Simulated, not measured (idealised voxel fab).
A process module follows: voxel wiring stack.
This is section cut - it's 230 nm across, gridded in 5 nm square cells.
In this document a cross-section is written as a grid of square cells. It is given as a series of bands, listed from the top down, and a band is one or more rows of cells.
Quick guide to a band line: top height, bottom height (nm) up front; then every material left to right with its width in nm. Only one material and it's marked "edge to edge"? Then it fills the band edge to edge. And "air" just means empty space.
Height reference: 0 = level under which incoming wafer is all one material. Lowest band: no bottom, runs on downward, e.g. "top 0, no bottom".
The expression "30..40" gives the width at the extremes of the band, the first number at its top row of cells and the second at its bottom row, with the width changing by equal amounts from each row to the next in between.
For the purposes of this document, the phrase "everything unchanged" attached to a step denotes that no cell within the cross-section was modified by that step.
Enclosed voids (no open way to top), threshold 8 cells or more, entry "Sealed void inventory", notation width x height at distance, distance from left edge, nm.
Read whatever lies past the settings on a step's line as the simulator's own remark about the step.
A step's line can hold "overlay nm"; with a mask on that step, the setting says how far right of the planned place the mask lay, while a negative setting says it lay to the left.

Planned step list for the process:
step 1: RECEIVE: material Si
step 2: CONFORMAL_DEP: material SiO2, thk nm 10
step 3: DIRECTIONAL_DEP: material TiN, thk nm 5
step 4: DIRECTIONAL_DEP: material Ru, thk nm 25
step 5: MASKED_ETCH: tone cover, mask id METAL_1, width nm 25, pitch nm 40, etch materials Ru, depth nm 25, overlay nm 0
step 6: MASKED_ETCH: tone cover, mask id METAL_1, width nm 25, pitch nm 40, etch materials TiN, depth nm 5, overlay nm 0
step 7: CONFORMAL_DEP: material SiN, thk nm 5
step 8: FILL_DEP: material lowk, thk nm 10
step 9: CMP: height nm 40
step 10: CONFORMAL_DEP: material SiCN, thk nm 5
step 11: DIRECTIONAL_DEP: material SiO2, thk nm 15
step 12: DIRECTIONAL_DEP: material aC, thk nm 15
step 13: PATTERN: tone open, mask id PLUG_1, material resist, width nm 15, pitch nm 80, thk nm 35, overlay nm 0
step 14: DIRECTIONAL_ETCH: etch materials aC, depth nm 15
step 15: STRIP: etch materials resist
step 16: DIRECTIONAL_ETCH: etch materials SiO2, depth nm 15
step 17: DIRECTIONAL_ETCH: etch materials SiCN, depth nm 5
step 18: STRIP: etch materials aC
step 19: CONFORMAL_DEP: material TiN, thk nm 5
step 20: FILL_DEP: material Ru, thk nm 5
step 21: CMP: height nm 60
step 22: DIRECTIONAL_DEP: material TiN, thk nm 5
step 23: DIRECTIONAL_DEP: material Ru, thk nm 20
step 24: MASKED_ETCH: tone cover, mask id METAL_2, width nm 25, pitch nm 40, etch materials Ru, depth nm 20, overlay nm 0
step 25: MASKED_ETCH: tone cover, mask id METAL_2, width nm 25, pitch nm 40, etch materials TiN, depth nm 5, overlay nm 0
step 26: CONFORMAL_DEP: material SiN, thk nm 5
step 27: FILL_DEP: material lowk, thk nm 10
step 28: CMP: height nm 85
step 29: CONFORMAL_DEP: material SiCN, thk nm 5

On the first of the two wafers: run conducted according to plan:

As received (post step 1): cross-section:
top 0, no bottom | Si edge to edge
Sealed void inventory: none

Sectional view: wafer, after step 2:
top 10, bottom 0 | SiO2 edge to edge
Under 0: no change, same as before.

Sectional view: wafer, after step 3:
top 15, bottom 10 | TiN edge to edge
Under 10: no change, same as before.

Sectional view: wafer, after step 4:
top 40, bottom 15 | Ru edge to edge
Under 15: no change, same as before.

Sectional view: wafer, after step 5:
top 40, bottom 15 | 40 nm air; 25 nm Ru; 15 nm air; 25 nm Ru; 15 nm air; 25 nm Ru; 15 nm air; 25 nm Ru; 45 nm air
Under 15: no change, same as before.

Sectional view: wafer, after step 6:
top 40, bottom 15 | 40 nm air; 25 nm Ru; 15 nm air; 25 nm Ru; 15 nm air; 25 nm Ru; 15 nm air; 25 nm Ru; 45 nm air
top 15, bottom 10 | 40 nm air; 25 nm TiN; 15 nm air; 25 nm TiN; 15 nm air; 25 nm TiN; 15 nm air; 25 nm TiN; 45 nm air
Under 10: no change, same as before.

Sectional view: wafer, after step 7:
top 45, bottom 40 | 35 nm air; 35 nm SiN; 5 nm air; 35 nm SiN; 5 nm air; 35 nm SiN; 5 nm air; 35 nm SiN; 40 nm air
top 40, bottom 15 | 35 nm air; 5 nm SiN; 25 nm Ru; 5 nm SiN; 5 nm air; 5 nm SiN; 25 nm Ru; 5 nm SiN; 5 nm air; 5 nm SiN; 25 nm Ru; 5 nm SiN; 5 nm air; 5 nm SiN; 25 nm Ru; 5 nm SiN; 40 nm air
top 15, bottom 10 | 40 nm SiN; 25 nm TiN; 15 nm SiN; 25 nm TiN; 15 nm SiN; 25 nm TiN; 15 nm SiN; 25 nm TiN; 45 nm SiN
Under 10: no change, same as before.

Sectional view: wafer, after step 8:
top 55, bottom 45 | lowk edge to edge
top 45, bottom 40 | 35 nm lowk; 35 nm SiN; 5 nm lowk; 35 nm SiN; 5 nm lowk; 35 nm SiN; 5 nm lowk; 35 nm SiN; 40 nm lowk
top 40, bottom 15 | 35 nm lowk; 5 nm SiN; 25 nm Ru; 5 nm SiN; 5 nm lowk; 5 nm SiN; 25 nm Ru; 5 nm SiN; 5 nm lowk; 5 nm SiN; 25 nm Ru; 5 nm SiN; 5 nm lowk; 5 nm SiN; 25 nm Ru; 5 nm SiN; 40 nm lowk
Under 15: no change, same as before.

Sectional view: wafer, after step 9:
top 40, bottom 15 | 35 nm lowk; 5 nm SiN; 25 nm Ru; 5 nm SiN; 5 nm lowk; 5 nm SiN; 25 nm Ru; 5 nm SiN; 5 nm lowk; 5 nm SiN; 25 nm Ru; 5 nm SiN; 5 nm lowk; 5 nm SiN; 25 nm Ru; 5 nm SiN; 40 nm lowk
Under 15: no change, same as before.

Sectional view: wafer, after step 10:
top 45, bottom 40 | SiCN edge to edge
Under 40: no change, same as before.

Sectional view: wafer, after step 11:
top 60, bottom 45 | SiO2 edge to edge
Under 45: no change, same as before.

Sectional view: wafer, after step 12:
top 75, bottom 60 | aC edge to edge
Under 60: no change, same as before.

Sectional view: wafer, after step 13:
top 110, bottom 75 | 40 nm resist; 15 nm air; 65 nm resist; 15 nm air; 95 nm resist
Under 75: no change, same as before.

Sectional view: wafer, after step 14:
top 95, bottom 75 | 40 nm resist; 15 nm air; 65 nm resist; 15 nm air; 95 nm resist
top 75, bottom 60 | 40 nm aC; 15 nm air; 65 nm aC; 15 nm air; 95 nm aC
Under 60: no change, same as before.

Sectional view: wafer, after step 15:
top 75, bottom 60 | 40 nm aC; 15 nm air; 65 nm aC; 15 nm air; 95 nm aC
Under 60: no change, same as before.

Sectional view: wafer, after step 16:
top 75, bottom 60 | 40 nm aC; 15 nm air; 65 nm aC; 15 nm air; 95 nm aC
top 60, bottom 45 | 40 nm SiO2; 15 nm air; 65 nm SiO2; 15 nm air; 95 nm SiO2
Under 45: no change, same as before.

Sectional view: wafer, after step 17:
top 75, bottom 60 | 40 nm aC; 15 nm air; 65 nm aC; 15 nm air; 95 nm aC
top 60, bottom 45 | 40 nm SiO2; 15 nm air; 65 nm SiO2; 15 nm air; 95 nm SiO2
top 45, bottom 40 | 40 nm SiCN; 15 nm air; 65 nm SiCN; 15 nm air; 95 nm SiCN
Under 40: no change, same as before.

Sectional view: wafer, after step 18:
top 60, bottom 45 | 40 nm SiO2; 15 nm air; 65 nm SiO2; 15 nm air; 95 nm SiO2
Under 45: no change, same as before.

Sectional view: wafer, after step 19:
top 65, bottom 60 | 45 nm TiN; 5 nm air; 75 nm TiN; 5 nm air; 100 nm TiN
top 60, bottom 45 | 40 nm SiO2; 5 nm TiN; 5 nm air; 5 nm TiN; 65 nm SiO2; 5 nm TiN; 5 nm air; 5 nm TiN; 95 nm SiO2
top 45, bottom 40 | 40 nm SiCN; 15 nm TiN; 65 nm SiCN; 15 nm TiN; 95 nm SiCN
Under 40: no change, same as before.

Sectional view: wafer, after step 20:
top 70, bottom 65 | Ru edge to edge
top 65, bottom 60 | 45 nm TiN; 5 nm Ru; 75 nm TiN; 5 nm Ru; 100 nm TiN
top 60, bottom 45 | 40 nm SiO2; 5 nm TiN; 5 nm Ru; 5 nm TiN; 65 nm SiO2; 5 nm TiN; 5 nm Ru; 5 nm TiN; 95 nm SiO2
Under 45: no change, same as before.

Sectional view: wafer, after step 21:
top 60, bottom 45 | 40 nm SiO2; 5 nm TiN; 5 nm Ru; 5 nm TiN; 65 nm SiO2; 5 nm TiN; 5 nm Ru; 5 nm TiN; 95 nm SiO2
Under 45: no change, same as before.

Sectional view: wafer, after step 22:
top 65, bottom 60 | TiN edge to edge
Under 60: no change, same as before.

Sectional view: wafer, after step 23:
top 85, bottom 65 | Ru edge to edge
Under 65: no change, same as before.

Sectional view: wafer, after step 24:
top 85, bottom 65 | 40 nm air; 25 nm Ru; 15 nm air; 25 nm Ru; 15 nm air; 25 nm Ru; 15 nm air; 25 nm Ru; 45 nm air
Under 65: no change, same as before.

Sectional view: wafer, after step 25:
top 85, bottom 65 | 40 nm air; 25 nm Ru; 15 nm air; 25 nm Ru; 15 nm air; 25 nm Ru; 15 nm air; 25 nm Ru; 45 nm air
top 65, bottom 60 | 40 nm air; 25 nm TiN; 15 nm air; 25 nm TiN; 15 nm air; 25 nm TiN; 15 nm air; 25 nm TiN; 45 nm air
Under 60: no change, same as before.

Sectional view: wafer, after step 26:
top 90, bottom 85 | 35 nm air; 35 nm SiN; 5 nm air; 35 nm SiN; 5 nm air; 35 nm SiN; 5 nm air; 35 nm SiN; 40 nm air
top 85, bottom 65 | 35 nm air; 5 nm SiN; 25 nm Ru; 5 nm SiN; 5 nm air; 5 nm SiN; 25 nm Ru; 5 nm SiN; 5 nm air; 5 nm SiN; 25 nm Ru; 5 nm SiN; 5 nm air; 5 nm SiN; 25 nm Ru; 5 nm SiN; 40 nm air
top 65, bottom 60 | 40 nm SiN; 25 nm TiN; 15 nm SiN; 25 nm TiN; 15 nm SiN; 25 nm TiN; 15 nm SiN; 25 nm TiN; 45 nm SiN
Under 60: no change, same as before.

Sectional view: wafer, after step 27:
top 100, bottom 90 | lowk edge to edge
top 90, bottom 85 | 35 nm lowk; 35 nm SiN; 5 nm lowk; 35 nm SiN; 5 nm lowk; 35 nm SiN; 5 nm lowk; 35 nm SiN; 40 nm lowk
top 85, bottom 65 | 35 nm lowk; 5 nm SiN; 25 nm Ru; 5 nm SiN; 5 nm lowk; 5 nm SiN; 25 nm Ru; 5 nm SiN; 5 nm lowk; 5 nm SiN; 25 nm Ru; 5 nm SiN; 5 nm lowk; 5 nm SiN; 25 nm Ru; 5 nm SiN; 40 nm lowk
Under 65: no change, same as before.

Sectional view: wafer, after step 28:
top 85, bottom 65 | 35 nm lowk; 5 nm SiN; 25 nm Ru; 5 nm SiN; 5 nm lowk; 5 nm SiN; 25 nm Ru; 5 nm SiN; 5 nm lowk; 5 nm SiN; 25 nm Ru; 5 nm SiN; 5 nm lowk; 5 nm SiN; 25 nm Ru; 5 nm SiN; 40 nm lowk
Under 65: no change, same as before.

Sectional view: wafer, after step 29:
top 90, bottom 85 | SiCN edge to edge
Under 85: no change, same as before.

Here the second wafer is described. Its start and its plan were those of the first wafer. Its run contained one mistake. Up to and including step 4, it did exactly what the first wafer did:

Second wafer, sectioned view, at step 5's planned end time:
top 40, bottom 15 | 45 nm air; 15 nm Ru; 25 nm air; 15 nm Ru; 25 nm air; 15 nm Ru; 25 nm air; 15 nm Ru; 50 nm air
Under 15: no change, same as before.

Second wafer, sectioned view, at step 6's planned end time:
top 40, bottom 15 | 45 nm air; 15 nm Ru; 25 nm air; 15 nm Ru; 25 nm air; 15 nm Ru; 25 nm air; 15 nm Ru; 50 nm air
top 15, bottom 10 | 40 nm air; 25 nm TiN; 15 nm air; 25 nm TiN; 15 nm air; 25 nm TiN; 15 nm air; 25 nm TiN; 45 nm air
Under 10: no change, same as before.

Second wafer, sectioned view, at step 7's planned end time:
top 45, bottom 40 | 40 nm air; 25 nm SiN; 15 nm air; 25 nm SiN; 15 nm air; 25 nm SiN; 15 nm air; 25 nm SiN; 45 nm air
top 40, bottom 20 | 40 nm air; 5 nm SiN; 15 nm Ru; 5 nm SiN; 15 nm air; 5 nm SiN; 15 nm Ru; 5 nm SiN; 15 nm air; 5 nm SiN; 15 nm Ru; 5 nm SiN; 15 nm air; 5 nm SiN; 15 nm Ru; 5 nm SiN; 45 nm air
top 20, bottom 15 | 35 nm air; 10 nm SiN; 15 nm Ru; 10 nm SiN; 5 nm air; 10 nm SiN; 15 nm Ru; 10 nm SiN; 5 nm air; 10 nm SiN; 15 nm Ru; 10 nm SiN; 5 nm air; 10 nm SiN; 15 nm Ru; 10 nm SiN; 40 nm air
top 15, bottom 10 | 40 nm SiN; 25 nm TiN; 15 nm SiN; 25 nm TiN; 15 nm SiN; 25 nm TiN; 15 nm SiN; 25 nm TiN; 45 nm SiN
Under 10: no change, same as before.

Second wafer, sectioned view, at step 8's planned end time:
top 55, bottom 45 | lowk edge to edge
top 45, bottom 40 | 40 nm lowk; 25 nm SiN; 15 nm lowk; 25 nm SiN; 15 nm lowk; 25 nm SiN; 15 nm lowk; 25 nm SiN; 45 nm lowk
top 40, bottom 20 | 40 nm lowk; 5 nm SiN; 15 nm Ru; 5 nm SiN; 15 nm lowk; 5 nm SiN; 15 nm Ru; 5 nm SiN; 15 nm lowk; 5 nm SiN; 15 nm Ru; 5 nm SiN; 15 nm lowk; 5 nm SiN; 15 nm Ru; 5 nm SiN; 45 nm lowk
top 20, bottom 15 | 35 nm lowk; 10 nm SiN; 15 nm Ru; 10 nm SiN; 5 nm lowk; 10 nm SiN; 15 nm Ru; 10 nm SiN; 5 nm lowk; 10 nm SiN; 15 nm Ru; 10 nm SiN; 5 nm lowk; 10 nm SiN; 15 nm Ru; 10 nm SiN; 40 nm lowk
Under 15: no change, same as before.

Second wafer, sectioned view, at step 9's planned end time:
top 40, bottom 20 | 40 nm lowk; 5 nm SiN; 15 nm Ru; 5 nm SiN; 15 nm lowk; 5 nm SiN; 15 nm Ru; 5 nm SiN; 15 nm lowk; 5 nm SiN; 15 nm Ru; 5 nm SiN; 15 nm lowk; 5 nm SiN; 15 nm Ru; 5 nm SiN; 45 nm lowk
Under 20: no change, same as before.

Second wafer, sectioned view, at step 10's planned end time:
top 45, bottom 40 | SiCN edge to edge
Under 40: no change, same as before.

Second wafer, sectioned view, at step 11's planned end time:
top 60, bottom 45 | SiO2 edge to edge
Under 45: no change, same as before.

Second wafer, sectioned view, at step 12's planned end time:
top 75, bottom 60 | aC edge to edge
Under 60: no change, same as before.

Second wafer, sectioned view, at step 13's planned end time:
top 110, bottom 75 | 40 nm resist; 15 nm air; 65 nm resist; 15 nm air; 95 nm resist
Under 75: no change, same as before.

Second wafer, sectioned view, at step 14's planned end time:
top 95, bottom 75 | 40 nm resist; 15 nm air; 65 nm resist; 15 nm air; 95 nm resist
top 75, bottom 60 | 40 nm aC; 15 nm air; 65 nm aC; 15 nm air; 95 nm aC
Under 60: no change, same as before.

Second wafer, sectioned view, at step 15's planned end time:
top 75, bottom 60 | 40 nm aC; 15 nm air; 65 nm aC; 15 nm air; 95 nm aC
Under 60: no change, same as before.

Second wafer, sectioned view, at step 16's planned end time:
top 75, bottom 60 | 40 nm aC; 15 nm air; 65 nm aC; 15 nm air; 95 nm aC
top 60, bottom 45 | 40 nm SiO2; 15 nm air; 65 nm SiO2; 15 nm air; 95 nm SiO2
Under 45: no change, same as before.

Second wafer, sectioned view, at step 17's planned end time:
top 75, bottom 60 | 40 nm aC; 15 nm air; 65 nm aC; 15 nm air; 95 nm aC
top 60, bottom 45 | 40 nm SiO2; 15 nm air; 65 nm SiO2; 15 nm air; 95 nm SiO2
top 45, bottom 40 | 40 nm SiCN; 15 nm air; 65 nm SiCN; 15 nm air; 95 nm SiCN
Under 40: no change, same as before.

Second wafer, sectioned view, at step 18's planned end time:
top 60, bottom 45 | 40 nm SiO2; 15 nm air; 65 nm SiO2; 15 nm air; 95 nm SiO2
Under 45: no change, same as before.

Second wafer, sectioned view, at step 19's planned end time:
top 65, bottom 60 | 45 nm TiN; 5 nm air; 75 nm TiN; 5 nm air; 100 nm TiN
top 60, bottom 45 | 40 nm SiO2; 5 nm TiN; 5 nm air; 5 nm TiN; 65 nm SiO2; 5 nm TiN; 5 nm air; 5 nm TiN; 95 nm SiO2
top 45, bottom 40 | 40 nm SiCN; 15 nm TiN; 65 nm SiCN; 15 nm TiN; 95 nm SiCN
Under 40: no change, same as before.

Second wafer, sectioned view, at step 20's planned end time:
top 70, bottom 65 | Ru edge to edge
top 65, bottom 60 | 45 nm TiN; 5 nm Ru; 75 nm TiN; 5 nm Ru; 100 nm TiN
top 60, bottom 45 | 40 nm SiO2; 5 nm TiN; 5 nm Ru; 5 nm TiN; 65 nm SiO2; 5 nm TiN; 5 nm Ru; 5 nm TiN; 95 nm SiO2
Under 45: no change, same as before.

Second wafer, sectioned view, at step 21's planned end time:
top 60, bottom 45 | 40 nm SiO2; 5 nm TiN; 5 nm Ru; 5 nm TiN; 65 nm SiO2; 5 nm TiN; 5 nm Ru; 5 nm TiN; 95 nm SiO2
Under 45: no change, same as before.

Second wafer, sectioned view, at step 22's planned end time:
top 65, bottom 60 | TiN edge to edge
Under 60: no change, same as before.

Second wafer, sectioned view, at step 23's planned end time:
top 85, bottom 65 | Ru edge to edge
Under 65: no change, same as before.

Second wafer, sectioned view, at step 24's planned end time:
top 85, bottom 65 | 40 nm air; 25 nm Ru; 15 nm air; 25 nm Ru; 15 nm air; 25 nm Ru; 15 nm air; 25 nm Ru; 45 nm air
Under 65: no change, same as before.

Second wafer, sectioned view, at step 25's planned end time:
top 85, bottom 65 | 40 nm air; 25 nm Ru; 15 nm air; 25 nm Ru; 15 nm air; 25 nm Ru; 15 nm air; 25 nm Ru; 45 nm air
top 65, bottom 60 | 40 nm air; 25 nm TiN; 15 nm air; 25 nm TiN; 15 nm air; 25 nm TiN; 15 nm air; 25 nm TiN; 45 nm air
Under 60: no change, same as before.

Second wafer, sectioned view, at step 26's planned end time:
top 90, bottom 85 | 35 nm air; 35 nm SiN; 5 nm air; 35 nm SiN; 5 nm air; 35 nm SiN; 5 nm air; 35 nm SiN; 40 nm air
top 85, bottom 65 | 35 nm air; 5 nm SiN; 25 nm Ru; 5 nm SiN; 5 nm air; 5 nm SiN; 25 nm Ru; 5 nm SiN; 5 nm air; 5 nm SiN; 25 nm Ru; 5 nm SiN; 5 nm air; 5 nm SiN; 25 nm Ru; 5 nm SiN; 40 nm air
top 65, bottom 60 | 40 nm SiN; 25 nm TiN; 15 nm SiN; 25 nm TiN; 15 nm SiN; 25 nm TiN; 15 nm SiN; 25 nm TiN; 45 nm SiN
Under 60: no change, same as before.

Second wafer, sectioned view, at step 27's planned end time:
top 100, bottom 90 | lowk edge to edge
top 90, bottom 85 | 35 nm lowk; 35 nm SiN; 5 nm lowk; 35 nm SiN; 5 nm lowk; 35 nm SiN; 5 nm lowk; 35 nm SiN; 40 nm lowk
top 85, bottom 65 | 35 nm lowk; 5 nm SiN; 25 nm Ru; 5 nm SiN; 5 nm lowk; 5 nm SiN; 25 nm Ru; 5 nm SiN; 5 nm lowk; 5 nm SiN; 25 nm Ru; 5 nm SiN; 5 nm lowk; 5 nm SiN; 25 nm Ru; 5 nm SiN; 40 nm lowk
Under 65: no change, same as before.

Second wafer, sectioned view, at step 28's planned end time:
top 85, bottom 65 | 35 nm lowk; 5 nm SiN; 25 nm Ru; 5 nm SiN; 5 nm lowk; 5 nm SiN; 25 nm Ru; 5 nm SiN; 5 nm lowk; 5 nm SiN; 25 nm Ru; 5 nm SiN; 5 nm lowk; 5 nm SiN; 25 nm Ru; 5 nm SiN; 40 nm lowk
Under 65: no change, same as before.

Second wafer, sectioned view, at step 29's planned end time:
top 90, bottom 85 | SiCN edge to edge
Under 85: no change, same as before.
Nonconformance to the process plan: step 5 did not use the planned setting and instead ran as MASKED_ETCH: tone cover, mask id METAL_1, width nm 15, pitch nm 40, etch materials Ru, depth nm 25, overlay nm 0
The closing comparison, in cells, has the second wafer with more or fewer of some materials than the first: Ru: 40 fewer; SiN: 8 more; lowk: 32 more
